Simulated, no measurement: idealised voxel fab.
This section sets out a process module, namely voxel ribs on slabs.
Cross-section cut spans 295 nm and uses square cells 5 nm in size.
Cross-section layout: square cells on a grid; listed as bands, top to bottom; a band spans one or more cell rows.
In this notation a band is specified by the heights of its top and bottom, in that order and in nm, after which its materials appear from left to right, each paired with its width in nm. The word "all across" attached to a single material means that material fills the band from edge to edge; the word "air" stands for empty space.
All heights in this document are referenced to 0, defined as the level beneath which the wafer, as received, consists entirely of one material. The lowest band is not bounded below; it extends indefinitely downward and is written in the form "0 and below".
Width spec "30->40" -> top row of cells at first value, bottom row at second value, equal per-row change in between.
Basically "left unchanged" means that step didn't change any cell in the cross-section.
"Voids lacking openings" specifies each empty space that is not open to the top and that occupies no fewer than 8 cells, using the form width x height at distance, the distance measured from the left edge and all three quantities in nm.
after a step's settings: what the simulator itself notes on the step
"overlay nm", when on a step's line for a step with a mask, measures how far to the right of its planned place the mask lay; a negative measure means to the left.
This section lists the process steps that were planned:
1) RECEIVE (material Si)
2) DIRECTIONAL_DEP (material SiO2; thk nm 25)
3) DIRECTIONAL_DEP (material polySi; thk nm 15)
4) PATTERN (tone cover; mask id RIB; material resist; width nm 30; thk nm 15; overlay nm -15)
5) DIRECTIONAL_ETCH (etch materials polySi; depth nm 5)
6) STRIP (etch materials resist)
7) MASKED_ETCH (tone cover; mask id SLAB; width nm 60; etch materials polySi; depth nm 10; overlay nm 0)
8) FILL_DEP (material SiO2; thk nm 20)
9) CMP (height nm 55)
10) DIRECTIONAL_DEP (material TiN; thk nm 5)
11) MASKED_ETCH (tone cover; mask id HEATER; width nm 40; etch materials TiN; depth nm 5; overlay nm 0)
12) CONFORMAL_DEP (material SiN; thk nm 5)
Variable across wafers: step 4 overlay nm (plan value is that of the first wafer; starting state common to all).
First of several wafers (as received, post step 1), cross-sectional view:
  0 and below = Si all across
  Voids lacking openings: none
For your reference, the table is organized with a row per wafer; each row reflects the wafer at the end of the module, indicating for each material the cells gained (+) or lost (-) since receipt, and thereafter its closed voids:
overlay nm -15 | +61 SiN | +619 SiO2 | +8 TiN | +30 polySi | Voids lacking openings: none
overlay nm -10 | +61 SiN | +619 SiO2 | +8 TiN | +30 polySi | Voids lacking openings: none
overlay nm -5 | +61 SiN | +619 SiO2 | +8 TiN | +30 polySi | Voids lacking openings: none
overlay nm 0 | +61 SiN | +619 SiO2 | +8 TiN | +30 polySi | Voids lacking openings: none
overlay nm 5 | +61 SiN | +619 SiO2 | +8 TiN | +30 polySi | Voids lacking openings: none
overlay nm 10 | +61 SiN | +619 SiO2 | +8 TiN | +30 polySi | Voids lacking openings: none
overlay nm 15 | +61 SiN | +619 SiO2 | +8 TiN | +30 polySi | Voids lacking openings: none
